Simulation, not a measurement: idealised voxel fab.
Documented hereafter: the process module known as voxel capacitor over wiring.
Pictured: cross-section cut, 240 nm wide, on a grid of 5 nm square cells.
Square cells in a grid make up a cross-section in this document, and the grid is given as bands, listed from the top down, each one or more rows of cells.
Band: top height; bottom height; in nm. Then, left to right: material with width in nm, for each material. "edge to edge": a single material spanning edge to edge. "air": empty space.
Convention: height 0 is the level below which the wafer, as received, is all one material. The lowest band does not terminate at the bottom but continues downward, represented as "0..down".
You'd read "30 to 40" like this: the band's top row of cells is as wide as the first number, its bottom row is as wide as the second, and going down, every row changes width by the same amount as the row before did.
"all unchanged" (step): cross-section cells unchanged, all of them.
"Enclosed void entries" - sealed voids, min. 8 cells, no opening to top; format: width x height at distance (distance from left edge; nm throughout).
Heads up: the bit after the settings on a step's line is the simulator's remark on that step.
A step's line can hold "overlay nm"; with a mask on that step, the setting says how far right of the planned place the mask lay, while a negative setting says it lay to the left.
Before/after cross-section pairs, one process step each; after shown to lowest changed band; step and settings beneath. Pairs may be from different runs of this module on the same starting wafer; a pair continues from the one above only where its "before" entry says so.

[before]
    0..down  Si edge to edge
    Enclosed void entries: none

[After the Step]
    15..0  SiO2 edge to edge
    All layers under 0 are left as they were.
    Enclosed void entries: none
What process step lies between the two cross-sections above? CONFORMAL_DEP, material SiO2, thk nm 15

before: For the state before this step, see the after cross-section of the pair located directly above.

[After the Step]
    20..15  TiN edge to edge
    All layers under 15 are left as they were.
    Enclosed void entries: none
What process step lies between the two cross-sections above? DIRECTIONAL_DEP, material TiN, thk nm 5

before: For the state before this step, see the after cross-section of the pair located directly above.

[After the Step]
    45..20  W edge to edge
    All layers under 20 are left as they were.
    Enclosed void entries: none
What process step lies between the two cross-sections above? DIRECTIONAL_DEP, material W, thk nm 25

before: For the state before this step, see the after cross-section of the pair located directly above.

[After the Step]
    65..45  60 air; 25 resist; 65 air; 25 resist; 65 air
    All layers under 45 are left as they were.
    Enclosed void entries: none
What process step lies between the two cross-sections above? PATTERN, tone cover, mask id METAL_1, material resist, width nm 25, pitch nm 90, thk nm 20, overlay nm 0

before: For the state before this step, see the after cross-section of the pair located directly above.

[After the Step]
    65..45  60 air; 25 resist; 65 air; 25 resist; 65 air
    45..20  60 air; 25 W; 65 air; 25 W; 65 air
    All layers under 20 are left as they were.
    Enclosed void entries: none
What process step lies between the two cross-sections above? DIRECTIONAL_ETCH, etch materials W, depth nm 25

before: For the state before this step, see the after cross-section of the pair located directly above.

[After the Step]
    65..45  60 air; 25 resist; 65 air; 25 resist; 65 air
    45..20  60 air; 25 W; 65 air; 25 W; 65 air
    20..15  60 air; 25 TiN; 65 air; 25 TiN; 65 air
    All layers under 15 are left as they were.
    Enclosed void entries: none
What process step lies between the two cross-sections above? DIRECTIONAL_ETCH, etch materials TiN, depth nm 5

before: For the state before this step, see the after cross-section of the pair located directly above.

[After the Step]
    45..20  60 air; 25 W; 65 air; 25 W; 65 air
    All layers under 20 are left as they were.
    Enclosed void entries: none
What process step lies between the two cross-sections above? STRIP, etch materials resist

before: For the state before this step, see the after cross-section of the pair located directly above.

[After the Step]
    50..45  55 air; 35 SiN; 55 air; 35 SiN; 60 air
    45..20  55 air; 5 SiN; 25 W; 5 SiN; 55 air; 5 SiN; 25 W; 5 SiN; 60 air
    20..15  60 SiN; 25 TiN; 65 SiN; 25 TiN; 65 SiN
    All layers under 15 are left as they were.
    Enclosed void entries: none
What process step lies between the two cross-sections above? CONFORMAL_DEP, material SiN, thk nm 5

before: For the state before this step, see the after cross-section of the pair located directly above.

[After the Step]
    55..50  lowk edge to edge
    50..45  55 lowk; 35 SiN; 55 lowk; 35 SiN; 60 lowk
    45..20  55 lowk; 5 SiN; 25 W; 5 SiN; 55 lowk; 5 SiN; 25 W; 5 SiN; 60 lowk
    All layers under 20 are left as they were.
    Enclosed void entries: none
What process step lies between the two cross-sections above? FILL_DEP, material lowk, thk nm 5

before: For the state before this step, see the after cross-section of the pair located directly above.

[After the Step]
    45..20  55 lowk; 5 SiN; 25 W; 5 SiN; 55 lowk; 5 SiN; 25 W; 5 SiN; 60 lowk
    All layers under 20 are left as they were.
    Enclosed void entries: none
What process step lies between the two cross-sections above? CMP, height nm 45

before: For the state before this step, see the after cross-section of the pair located directly above.

[After the Step]
    50..45  SiCN edge to edge
    All layers under 45 are left as they were.
    Enclosed void entries: none
What process step lies between the two cross-sections above? CONFORMAL_DEP, material SiCN, thk nm 5

before: For the state before this step, see the after cross-section of the pair located directly above.

[After the Step]
    65..50  SiO2 edge to edge
    All layers under 50 are left as they were.
    Enclosed void entries: none
What process step lies between the two cross-sections above? DIRECTIONAL_DEP, material SiO2, thk nm 15

before: For the state before this step, see the after cross-section of the pair located directly above.

[After the Step]
    80..65  aC edge to edge
    All layers under 65 are left as they were.
    Enclosed void entries: none
What process step lies between the two cross-sections above? DIRECTIONAL_DEP, material aC, thk nm 15

before: For the state before this step, see the after cross-section of the pair located directly above.

[After the Step]
    110..80  70 resist; 15 air; 155 resist
    All layers under 80 are left as they were.
    Enclosed void entries: none
What process step lies between the two cross-sections above? PATTERN, tone open, mask id PLUG_1, material resist, width nm 15, thk nm 30, overlay nm 0

before: For the state before this step, see the after cross-section of the pair located directly above.

[After the Step]
    95..80  70 resist; 15 air; 155 resist
    80..65  70 aC; 15 air; 155 aC
    All layers under 65 are left as they were.
    Enclosed void entries: none
What process step lies between the two cross-sections above? DIRECTIONAL_ETCH, etch materials aC, depth nm 15

before: For the state before this step, see the after cross-section of the pair located directly above.

[After the Step]
    80..65  70 aC; 15 air; 155 aC
    All layers under 65 are left as they were.
    Enclosed void entries: none
What process step lies between the two cross-sections above? STRIP, etch materials resist

before: For the state before this step, see the after cross-section of the pair located directly above.

[After the Step]
    80..65  70 aC; 15 air; 155 aC
    65..50  70 SiO2; 15 air; 155 SiO2
    All layers under 50 are left as they were.
    Enclosed void entries: none
What process step lies between the two cross-sections above? DIRECTIONAL_ETCH, etch materials SiO2, depth nm 15

before: For the state before this step, see the after cross-section of the pair located directly above.

[After the Step]
    80..65  70 aC; 15 air; 155 aC
    65..50  70 SiO2; 15 air; 155 SiO2
    50..45  70 SiCN; 15 air; 155 SiCN
    All layers under 45 are left as they were.
    Enclosed void entries: none
What process step lies between the two cross-sections above? DIRECTIONAL_ETCH, etch materials SiCN, depth nm 5

before: For the state before this step, see the after cross-section of the pair located directly above.

[After the Step]
    65..50  70 SiO2; 15 air; 155 SiO2
    All layers under 50 are left as they were.
    Enclosed void entries: none
What process step lies between the two cross-sections above? STRIP, etch materials aC

before: For the state before this step, see the after cross-section of the pair located directly above.

[After the Step]
    70..65  75 TiN; 5 air; 160 TiN
    65..50  70 SiO2; 5 TiN; 5 air; 5 TiN; 155 SiO2
    50..45  70 SiCN; 15 TiN; 155 SiCN
    All layers under 45 are left as they were.
    Enclosed void entries: none
What process step lies between the two cross-sections above? CONFORMAL_DEP, material TiN, thk nm 5

before: For the state before this step, see the after cross-section of the pair located directly above.

[After the Step]
    80..70  Ru edge to edge
    70..65  75 TiN; 5 Ru; 160 TiN
    65..50  70 SiO2; 5 TiN; 5 Ru; 5 TiN; 155 SiO2
    All layers under 50 are left as they were.
    Enclosed void entries: none
What process step lies between the two cross-sections above? FILL_DEP, material Ru, thk nm 10

before: For the state before this step, see the after cross-section of the pair located directly above.

[After the Step]
    65..50  70 SiO2; 5 TiN; 5 Ru; 5 TiN; 155 SiO2
    All layers under 50 are left as they were.
    Enclosed void entries: none
What process step lies between the two cross-sections above? CMP, height nm 65

before: For the state before this step, see the after cross-section of the pair located directly above.

[After the Step]
    70..65  TiN edge to edge
    All layers under 65 are left as they were.
    Enclosed void entries: none
What process step lies between the two cross-sections above? DIRECTIONAL_DEP, material TiN, thk nm 5

before: For the state before this step, see the after cross-section of the pair located directly above.

[After the Step]
    75..70  Al2O3 edge to edge
    All layers under 70 are left as they were.
    Enclosed void entries: none
What process step lies between the two cross-sections above? DIRECTIONAL_DEP, material Al2O3, thk nm 5

before: For the state before this step, see the after cross-section of the pair located directly above.

[After the Step]
    80..75  TiN edge to edge
    All layers under 75 are left as they were.
    Enclosed void entries: none
What process step lies between the two cross-sections above? DIRECTIONAL_DEP, material TiN, thk nm 5

before: For the state before this step, see the after cross-section of the pair located directly above.

[After the Step]
    90..80  aC edge to edge
    All layers under 80 are left as they were.
    Enclosed void entries: none
What process step lies between the two cross-sections above? DIRECTIONAL_DEP, material aC, thk nm 10

before: For the state before this step, see the after cross-section of the pair located directly above.

[After the Step]
    115..90  70 air; 70 resist; 100 air
    All layers under 90 are left as they were.
    Enclosed void entries: none
What process step lies between the two cross-sections above? PATTERN, tone cover, mask id UPPER_PLATE, material resist, width nm 70, thk nm 25, overlay nm 0

before: For the state before this step, see the after cross-section of the pair located directly above.

[After the Step]
    105..90  70 air; 70 resist; 100 air
    90..80  70 air; 70 aC; 100 air
    All layers under 80 are left as they were.
    Enclosed void entries: none
What process step lies between the two cross-sections above? DIRECTIONAL_ETCH, etch materials aC, depth nm 10

before: For the state before this step, see the after cross-section of the pair located directly above.

[After the Step]
    90..80  70 air; 70 aC; 100 air
    All layers under 80 are left as they were.
    Enclosed void entries: none
What process step lies between the two cross-sections above? STRIP, etch materials resist

before: For the state before this step, see the after cross-section of the pair located directly above.

[After the Step]
    90..80  70 air; 70 aC; 100 air
    80..75  70 air; 70 TiN; 100 air
    All layers under 75 are left as they were.
    Enclosed void entries: none
What process step lies between the two cross-sections above? DIRECTIONAL_ETCH, etch materials TiN, depth nm 5

before: For the state before this step, see the after cross-section of the pair located directly above.

[After the Step]
    90..80  70 air; 70 aC; 100 air
    80..75  70 air; 70 TiN; 100 air
    75..70  70 air; 70 Al2O3; 100 air
    All layers under 70 are left as they were.
    Enclosed void entries: none
What process step lies between the two cross-sections above? DIRECTIONAL_ETCH, etch materials Al2O3, depth nm 5

before: For the state before this step, see the after cross-section of the pair located directly above.

[After the Step]
    80..75  70 air; 70 TiN; 100 air
    All layers under 75 are left as they were.
    Enclosed void entries: none
What process step lies between the two cross-sections above? STRIP, etch materials aC

before: For the state before this step, see the after cross-section of the pair located directly above.

[After the Step]
    95..80  65 air; 80 resist; 95 air
    80..75  65 air; 5 resist; 70 TiN; 5 resist; 95 air
    75..70  65 air; 5 resist; 70 Al2O3; 5 resist; 95 air
    All layers under 70 are left as they were.
    Enclosed void entries: none
What process step lies between the two cross-sections above? PATTERN, tone cover, mask id LOWER_PLATE, material resist, width nm 80, thk nm 15, overlay nm 0

before: For the state before this step, see the after cross-section of the pair located directly above.

[After the Step]
    95..80  65 air; 80 resist; 95 air
    80..75  65 air; 5 resist; 70 TiN; 5 resist; 95 air
    75..70  65 air; 5 resist; 70 Al2O3; 5 resist; 95 air
    70..65  65 air; 80 TiN; 95 air
    All layers under 65 are left as they were.
    Enclosed void entries: none
What process step lies between the two cross-sections above? DIRECTIONAL_ETCH, etch materials TiN, depth nm 5

before: For the state before this step, see the after cross-section of the pair located directly above.

[After the Step]
    80..75  70 air; 70 TiN; 100 air
    75..70  70 air; 70 Al2O3; 100 air
    All layers under 70 are left as they were.
    Enclosed void entries: none
What process step lies between the two cross-sections above? STRIP, etch materials resist

before: For the state before this step, see the after cross-section of the pair located directly above.

[After the Step]
    95..80  SiO2 edge to edge
    80..75  70 SiO2; 70 TiN; 100 SiO2
    75..70  70 SiO2; 70 Al2O3; 100 SiO2
    70..65  65 SiO2; 80 TiN; 95 SiO2
    All layers under 65 are left as they were.
    Enclosed void entries: none
What process step lies between the two cross-sections above? FILL_DEP, material SiO2, thk nm 15

before: For the state before this step, see the after cross-section of the pair located directly above.

[After the Step]
    90..80  SiO2 edge to edge
    All layers under 80 are left as they were.
    Enclosed void entries: none
What process step lies between the two cross-sections above? CMP, height nm 90

before: For the state before this step, see the after cross-section of the pair located directly above.

[After the Step]
    105..90  80 resist; 15 air; 145 resist
    All layers under 90 are left as they were.
    Enclosed void entries: none
What process step lies between the two cross-sections above? PATTERN, tone open, mask id PLUG_2, material resist, width nm 15, thk nm 15, overlay nm 0

before: For the state before this step, see the after cross-section of the pair located directly above.

[After the Step]
    105..90  80 resist; 15 air; 145 resist
    90..80  80 SiO2; 15 air; 145 SiO2
    All layers under 80 are left as they were.
    Enclosed void entries: none
What process step lies between the two cross-sections above? DIRECTIONAL_ETCH, etch materials SiO2, depth nm 10

before: For the state before this step, see the after cross-section of the pair located directly above.

[After the Step]
    90..80  80 SiO2; 15 air; 145 SiO2
    All layers under 80 are left as they were.
    Enclosed void entries: none
What process step lies between the two cross-sections above? STRIP, etch materials resist

before: For the state before this step, see the after cross-section of the pair located directly above.

[After the Step]
    95..90  85 TiN; 5 air; 150 TiN
    90..85  80 SiO2; 5 TiN; 5 air; 5 TiN; 145 SiO2
    85..75  80 to 70 SiO2; 15 to 70 TiN; 145 to 100 SiO2
    All layers under 75 are left as they were.
    Enclosed void entries: none
What process step lies between the two cross-sections above? CONFORMAL_DEP, material TiN, thk nm 5

before: For the state before this step, see the after cross-section of the pair located directly above.

[After the Step]
    100..95  Ru edge to edge
    95..90  85 TiN; 5 Ru; 150 TiN
    90..85  80 SiO2; 5 TiN; 5 Ru; 5 TiN; 145 SiO2
    All layers under 85 are left as they were.
    Enclosed void entries: none
What process step lies between the two cross-sections above? FILL_DEP, material Ru, thk nm 5

before: For the state before this step, see the after cross-section of the pair located directly above.

[After the Step]
    90..85  80 SiO2; 5 TiN; 5 Ru; 5 TiN; 145 SiO2
    All layers under 85 are left as they were.
    Enclosed void entries: none
What process step lies between the two cross-sections above? CMP, height nm 90

before: For the state before this step, see the after cross-section of the pair located directly above.

[After the Step]
    95..90  SiN edge to edge
    All layers under 90 are left as they were.
    Enclosed void entries: none
What process step lies between the two cross-sections above? CONFORMAL_DEP, material SiN, thk nm 5

[before]
    75..70  Al2O3 edge to edge
    70..65  TiN edge to edge
    65..50  70 SiO2; 5 TiN; 5 Ru; 5 TiN; 155 SiO2
    50..45  70 SiCN; 15 TiN; 155 SiCN
    45..20  55 lowk; 5 SiN; 25 W; 5 SiN; 55 lowk; 5 SiN; 25 W; 5 SiN; 60 lowk
    20..15  60 SiN; 25 TiN; 65 SiN; 25 TiN; 65 SiN
    15..0  SiO2 edge to edge
    0..down  Si edge to edge
    Enclosed void entries: none

[After the Step]
    85..75  aC edge to edge
    All layers under 75 are left as they were.
    Enclosed void entries: none
What process step lies between the two cross-sections above? DIRECTIONAL_DEP, material aC, thk nm 10

before: For the state before this step, see the after cross-section of the pair located directly above.

[After the Step]
    110..85  70 air; 70 resist; 100 air
    All layers under 85 are left as they were.
    Enclosed void entries: none
What process step lies between the two cross-sections above? PATTERN, tone cover, mask id UPPER_PLATE, material resist, width nm 70, thk nm 25, overlay nm 0

before: For the state before this step, see the after cross-section of the pair located directly above.

[After the Step]
    100..85  70 air; 70 resist; 100 air
    85..75  70 air; 70 aC; 100 air
    All layers under 75 are left as they were.
    Enclosed void entries: none
What process step lies between the two cross-sections above? DIRECTIONAL_ETCH, etch materials aC, depth nm 10

before: For the state before this step, see the after cross-section of the pair located directly above.

[After the Step]
    85..75  70 air; 70 aC; 100 air
    All layers under 75 are left as they were.
    Enclosed void entries: none
What process step lies between the two cross-sections above? STRIP, etch materials resist

before: For the state before this step, see the after cross-section of the pair located directly above.

[After the Step]
    85..75  70 air; 70 aC; 100 air
    75..70  70 air; 70 Al2O3; 100 air
    All layers under 70 are left as they were.
    Enclosed void entries: none
What process step lies between the two cross-sections above? DIRECTIONAL_ETCH, etch materials Al2O3, depth nm 5

before: For the state before this step, see the after cross-section of the pair located directly above.

[After the Step]
    75..70  70 air; 70 Al2O3; 100 air
    All layers under 70 are left as they were.
    Enclosed void entries: none
What process step lies between the two cross-sections above? STRIP, etch materials aC

before: For the state before this step, see the after cross-section of the pair located directly above.

[After the Step]
    90..75  65 air; 80 resist; 95 air
    75..70  65 air; 5 resist; 70 Al2O3; 5 resist; 95 air
    All layers under 70 are left as they were.
    Enclosed void entries: none
What process step lies between the two cross-sections above? PATTERN, tone cover, mask id LOWER_PLATE, material resist, width nm 80, thk nm 15, overlay nm 0

before: For the state before this step, see the after cross-section of the pair located directly above.

[After the Step]
    90..75  65 air; 80 resist; 95 air
    75..70  65 air; 5 resist; 70 Al2O3; 5 resist; 95 air
    70..65  65 air; 80 TiN; 95 air
    All layers under 65 are left as they were.
    Enclosed void entries: none
What process step lies between the two cross-sections above? DIRECTIONAL_ETCH, etch materials TiN, depth nm 5

before: For the state before this step, see the after cross-section of the pair located directly above.

[After the Step]
    75..70  70 air; 70 Al2O3; 100 air
    All layers under 70 are left as they were.
    Enclosed void entries: none
What process step lies between the two cross-sections above? STRIP, etch materials resist

before: For the state before this step, see the after cross-section of the pair located directly above.

[After the Step]
    90..75  SiO2 edge to edge
    75..70  70 SiO2; 70 Al2O3; 100 SiO2
    70..65  65 SiO2; 80 TiN; 95 SiO2
    All layers under 65 are left as they were.
    Enclosed void entries: none
What process step lies between the two cross-sections above? FILL_DEP, material SiO2, thk nm 15

before: For the state before this step, see the after cross-section of the pair located directly above.

[After the Step]
    105..90  80 resist; 15 air; 145 resist
    All layers under 90 are left as they were.
    Enclosed void entries: none
What process step lies between the two cross-sections above? PATTERN, tone open, mask id PLUG_2, material resist, width nm 15, thk nm 15, overlay nm 0

before: For the state before this step, see the after cross-section of the pair located directly above.

[After the Step]
    105..90  80 resist; 15 air; 145 resist
    90..80  80 SiO2; 15 air; 145 SiO2
    All layers under 80 are left as they were.
    Enclosed void entries: none
What process step lies between the two cross-sections above? DIRECTIONAL_ETCH, etch materials SiO2, depth nm 10

before: For the state before this step, see the after cross-section of the pair located directly above.

[After the Step]
    90..80  80 SiO2; 15 air; 145 SiO2
    All layers under 80 are left as they were.
    Enclosed void entries: none
What process step lies between the two cross-sections above? STRIP, etch materials resist

before: For the state before this step, see the after cross-section of the pair located directly above.

[After the Step]
    95..90  85 TiN; 5 air; 150 TiN
    90..85  80 SiO2; 5 TiN; 5 air; 5 TiN; 145 SiO2
    85..80  80 SiO2; 15 TiN; 145 SiO2
    All layers under 80 are left as they were.
    Enclosed void entries: none
What process step lies between the two cross-sections above? CONFORMAL_DEP, material TiN, thk nm 5

before: For the state before this step, see the after cross-section of the pair located directly above.

[After the Step]
    100..95  Ru edge to edge
    95..90  85 TiN; 5 Ru; 150 TiN
    90..85  80 SiO2; 5 TiN; 5 Ru; 5 TiN; 145 SiO2
    All layers under 85 are left as they were.
    Enclosed void entries: none
What process step lies between the two cross-sections above? FILL_DEP, material Ru, thk nm 5

before: For the state before this step, see the after cross-section of the pair located directly above.

[After the Step]
    90..85  80 SiO2; 5 TiN; 5 Ru; 5 TiN; 145 SiO2
    All layers under 85 are left as they were.
    Enclosed void entries: none
What process step lies between the two cross-sections above? CMP, height nm 90

before: For the state before this step, see the after cross-section of the pair located directly above.

[After the Step]
    95..90  SiN edge to edge
    All layers under 90 are left as they were.
    Enclosed void entries: none
What process step lies between the two cross-sections above? CONFORMAL_DEP, material SiN, thk nm 5

[before]
    15..0  SiO2 edge to edge
    0..down  Si edge to edge
    Enclosed void entries: none

[After the Step]
    30..0  SiO2 edge to edge
    All layers under 0 are left as they were.
    Enclosed void entries: none
What process step lies between the two cross-sections above? CONFORMAL_DEP, material SiO2, thk nm 15

before: For the state before this step, see the after cross-section of the pair located directly above.

[After the Step]
    35..30  TiN edge to edge
    All layers under 30 are left as they were.
    Enclosed void entries: none
What process step lies between the two cross-sections above? DIRECTIONAL_DEP, material TiN, thk nm 5

before: For the state before this step, see the after cross-section of the pair located directly above.

[After the Step]
    60..35  W edge to edge
    All layers under 35 are left as they were.
    Enclosed void entries: none
What process step lies between the two cross-sections above? DIRECTIONAL_DEP, material W, thk nm 25

before: For the state before this step, see the after cross-section of the pair located directly above.

[After the Step]
    80..60  60 air; 25 resist; 65 air; 25 resist; 65 air
    All layers under 60 are left as they were.
    Enclosed void entries: none
What process step lies between the two cross-sections above? PATTERN, tone cover, mask id METAL_1, material resist, width nm 25, pitch nm 90, thk nm 20, overlay nm 0

before: For the state before this step, see the after cross-section of the pair located directly above.

[After the Step]
    80..60  60 air; 25 resist; 65 air; 25 resist; 65 air
    60..35  60 air; 25 W; 65 air; 25 W; 65 air
    All layers under 35 are left as they were.
    Enclosed void entries: none
What process step lies between the two cross-sections above? DIRECTIONAL_ETCH, etch materials W, depth nm 25

before: For the state before this step, see the after cross-section of the pair located directly above.

[After the Step]
    80..60  60 air; 25 resist; 65 air; 25 resist; 65 air
    60..35  60 air; 25 W; 65 air; 25 W; 65 air
    35..30  60 air; 25 TiN; 65 air; 25 TiN; 65 air
    All layers under 30 are left as they were.
    Enclosed void entries: none
What process step lies between the two cross-sections above? DIRECTIONAL_ETCH, etch materials TiN, depth nm 5

before: For the state before this step, see the after cross-section of the pair located directly above.

[After the Step]
    60..35  60 air; 25 W; 65 air; 25 W; 65 air
    All layers under 35 are left as they were.
    Enclosed void entries: none
What process step lies between the two cross-sections above? STRIP, etch materials resist

before: For the state before this step, see the after cross-section of the pair located directly above.

[After the Step]
    65..60  55 air; 35 SiN; 55 air; 35 SiN; 60 air
    60..35  55 air; 5 SiN; 25 W; 5 SiN; 55 air; 5 SiN; 25 W; 5 SiN; 60 air
    35..30  60 SiN; 25 TiN; 65 SiN; 25 TiN; 65 SiN
    All layers under 30 are left as they were.
    Enclosed void entries: none
What process step lies between the two cross-sections above? CONFORMAL_DEP, material SiN, thk nm 5

before: For the state before this step, see the after cross-section of the pair located directly above.

[After the Step]
    70..65  lowk edge to edge
    65..60  55 lowk; 35 SiN; 55 lowk; 35 SiN; 60 lowk
    60..35  55 lowk; 5 SiN; 25 W; 5 SiN; 55 lowk; 5 SiN; 25 W; 5 SiN; 60 lowk
    All layers under 35 are left as they were.
    Enclosed void entries: none
What process step lies between the two cross-sections above? FILL_DEP, material lowk, thk nm 5

before: For the state before this step, see the after cross-section of the pair located directly above.

[After the Step]
    45..35  55 lowk; 5 SiN; 25 W; 5 SiN; 55 lowk; 5 SiN; 25 W; 5 SiN; 60 lowk
    All layers under 35 are left as they were.
    Enclosed void entries: none
What process step lies between the two cross-sections above? CMP, height nm 45

before: For the state before this step, see the after cross-section of the pair located directly above.

[After the Step]
    50..45  SiCN edge to edge
    All layers under 45 are left as they were.
    Enclosed void entries: none
What process step lies between the two cross-sections above? CONFORMAL_DEP, material SiCN, thk nm 5

before: For the state before this step, see the after cross-section of the pair located directly above.

[After the Step]
    65..50  SiO2 edge to edge
    All layers under 50 are left as they were.
    Enclosed void entries: none
What process step lies between the two cross-sections above? DIRECTIONAL_DEP, material SiO2, thk nm 15

before: For the state before this step, see the after cross-section of the pair located directly above.

[After the Step]
    80..65  aC edge to edge
    All layers under 65 are left as they were.
    Enclosed void entries: none
What process step lies between the two cross-sections above? DIRECTIONAL_DEP, material aC, thk nm 15

before: For the state before this step, see the after cross-section of the pair located directly above.

[After the Step]
    110..80  70 resist; 15 air; 155 resist
    All layers under 80 are left as they were.
    Enclosed void entries: none
What process step lies between the two cross-sections above? PATTERN, tone open, mask id PLUG_1, material resist, width nm 15, thk nm 30, overlay nm 0

before: For the state before this step, see the after cross-section of the pair located directly above.

[After the Step]
    95..80  70 resist; 15 air; 155 resist
    80..65  70 aC; 15 air; 155 aC
    All layers under 65 are left as they were.
    Enclosed void entries: none
What process step lies between the two cross-sections above? DIRECTIONAL_ETCH, etch materials aC, depth nm 15

before: For the state before this step, see the after cross-section of the pair located directly above.

[After the Step]
    80..65  70 aC; 15 air; 155 aC
    All layers under 65 are left as they were.
    Enclosed void entries: none
What process step lies between the two cross-sections above? STRIP, etch materials resist

before: For the state before this step, see the after cross-section of the pair located directly above.

[After the Step]
    80..65  70 aC; 15 air; 155 aC
    65..50  70 SiO2; 15 air; 155 SiO2
    All layers under 50 are left as they were.
    Enclosed void entries: none
What process step lies between the two cross-sections above? DIRECTIONAL_ETCH, etch materials SiO2, depth nm 15

before: For the state before this step, see the after cross-section of the pair located directly above.

[After the Step]
    80..65  70 aC; 15 air; 155 aC
    65..50  70 SiO2; 15 air; 155 SiO2
    50..45  70 SiCN; 15 air; 155 SiCN
    All layers under 45 are left as they were.
    Enclosed void entries: none
What process step lies between the two cross-sections above? DIRECTIONAL_ETCH, etch materials SiCN, depth nm 5

before: For the state before this step, see the after cross-section of the pair located directly above.

[After the Step]
    65..50  70 SiO2; 15 air; 155 SiO2
    All layers under 50 are left as they were.
    Enclosed void entries: none
What process step lies between the two cross-sections above? STRIP, etch materials aC

before: For the state before this step, see the after cross-section of the pair located directly above.

[After the Step]
    70..65  75 TiN; 5 air; 160 TiN
    65..50  70 SiO2; 5 TiN; 5 air; 5 TiN; 155 SiO2
    50..45  70 SiCN; 15 TiN; 155 SiCN
    All layers under 45 are left as they were.
    Enclosed void entries: none
What process step lies between the two cross-sections above? CONFORMAL_DEP, material TiN, thk nm 5

before: For the state before this step, see the after cross-section of the pair located directly above.

[After the Step]
    80..70  Ru edge to edge
    70..65  75 TiN; 5 Ru; 160 TiN
    65..50  70 SiO2; 5 TiN; 5 Ru; 5 TiN; 155 SiO2
    All layers under 50 are left as they were.
    Enclosed void entries: none
What process step lies between the two cross-sections above? FILL_DEP, material Ru, thk nm 10

before: For the state before this step, see the after cross-section of the pair located directly above.

[After the Step]
    65..50  70 SiO2; 5 TiN; 5 Ru; 5 TiN; 155 SiO2
    All layers under 50 are left as they were.
    Enclosed void entries: none
What process step lies between the two cross-sections above? CMP, height nm 65

before: For the state before this step, see the after cross-section of the pair located directly above.

[After the Step]
    70..65  TiN edge to edge
    All layers under 65 are left as they were.
    Enclosed void entries: none
What process step lies between the two cross-sections above? DIRECTIONAL_DEP, material TiN, thk nm 5

before: For the state before this step, see the after cross-section of the pair located directly above.

[After the Step]
    75..70  Al2O3 edge to edge
    All layers under 70 are left as they were.
    Enclosed void entries: none
What process step lies between the two cross-sections above? DIRECTIONAL_DEP, material Al2O3, thk nm 5

before: For the state before this step, see the after cross-section of the pair located directly above.

[After the Step]
    80..75  TiN edge to edge
    All layers under 75 are left as they were.
    Enclosed void entries: none
What process step lies between the two cross-sections above? DIRECTIONAL_DEP, material TiN, thk nm 5

before: For the state before this step, see the after cross-section of the pair located directly above.

[After the Step]
    90..80  aC edge to edge
    All layers under 80 are left as they were.
    Enclosed void entries: none
What process step lies between the two cross-sections above? DIRECTIONAL_DEP, material aC, thk nm 10

before: For the state before this step, see the after cross-section of the pair located directly above.

[After the Step]
    115..90  70 air; 70 resist; 100 air
    All layers under 90 are left as they were.
    Enclosed void entries: none
What process step lies between the two cross-sections above? PATTERN, tone cover, mask id UPPER_PLATE, material resist, width nm 70, thk nm 25, overlay nm 0

before: For the state before this step, see the after cross-section of the pair located directly above.

[After the Step]
    105..90  70 air; 70 resist; 100 air
    90..80  70 air; 70 aC; 100 air
    All layers under 80 are left as they were.
    Enclosed void entries: none
What process step lies between the two cross-sections above? DIRECTIONAL_ETCH, etch materials aC, depth nm 10

before: For the state before this step, see the after cross-section of the pair located directly above.

[After the Step]
    90..80  70 air; 70 aC; 100 air
    All layers under 80 are left as they were.
    Enclosed void entries: none
What process step lies between the two cross-sections above? STRIP, etch materials resist

before: For the state before this step, see the after cross-section of the pair located directly above.

[After the Step]
    90..80  70 air; 70 aC; 100 air
    80..75  70 air; 70 TiN; 100 air
    All layers under 75 are left as they were.
    Enclosed void entries: none
What process step lies between the two cross-sections above? DIRECTIONAL_ETCH, etch materials TiN, depth nm 5

before: For the state before this step, see the after cross-section of the pair located directly above.

[After the Step]
    90..80  70 air; 70 aC; 100 air
    80..75  70 air; 70 TiN; 100 air
    75..70  70 air; 70 Al2O3; 100 air
    All layers under 70 are left as they were.
    Enclosed void entries: none
What process step lies between the two cross-sections above? DIRECTIONAL_ETCH, etch materials Al2O3, depth nm 5

before: For the state before this step, see the after cross-section of the pair located directly above.

[After the Step]
    80..75  70 air; 70 TiN; 100 air
    All layers under 75 are left as they were.
    Enclosed void entries: none
What process step lies between the two cross-sections above? STRIP, etch materials aC

before: For the state before this step, see the after cross-section of the pair located directly above.

[After the Step]
    95..80  65 air; 80 resist; 95 air
    80..75  65 air; 5 resist; 70 TiN; 5 resist; 95 air
    75..70  65 air; 5 resist; 70 Al2O3; 5 resist; 95 air
    All layers under 70 are left as they were.
    Enclosed void entries: none
What process step lies between the two cross-sections above? PATTERN, tone cover, mask id LOWER_PLATE, material resist, width nm 80, thk nm 15, overlay nm 0

before: For the state before this step, see the after cross-section of the pair located directly above.

[After the Step]
    95..80  65 air; 80 resist; 95 air
    80..75  65 air; 5 resist; 70 TiN; 5 resist; 95 air
    75..70  65 air; 5 resist; 70 Al2O3; 5 resist; 95 air
    70..65  65 air; 80 TiN; 95 air
    All layers under 65 are left as they were.
    Enclosed void entries: none
What process step lies between the two cross-sections above? DIRECTIONAL_ETCH, etch materials TiN, depth nm 5

before: For the state before this step, see the after cross-section of the pair located directly above.

[After the Step]
    80..75  70 air; 70 TiN; 100 air
    75..70  70 air; 70 Al2O3; 100 air
    All layers under 70 are left as they were.
    Enclosed void entries: none
What process step lies between the two cross-sections above? STRIP, etch materials resist

before: For the state before this step, see the after cross-section of the pair located directly above.

[After the Step]
    95..80  SiO2 edge to edge
    80..75  70 SiO2; 70 TiN; 100 SiO2
    75..70  70 SiO2; 70 Al2O3; 100 SiO2
    70..65  65 SiO2; 80 TiN; 95 SiO2
    All layers under 65 are left as they were.
    Enclosed void entries: none
What process step lies between the two cross-sections above? FILL_DEP, material SiO2, thk nm 15

before: For the state before this step, see the after cross-section of the pair located directly above.

[After the Step]
    90..80  SiO2 edge to edge
    All layers under 80 are left as they were.
    Enclosed void entries: none
What process step lies between the two cross-sections above? CMP, height nm 90

before: For the state before this step, see the after cross-section of the pair located directly above.

[After the Step]
    105..90  80 resist; 15 air; 145 resist
    All layers under 90 are left as they were.
    Enclosed void entries: none
What process step lies between the two cross-sections above? PATTERN, tone open, mask id PLUG_2, material resist, width nm 15, thk nm 15, overlay nm 0
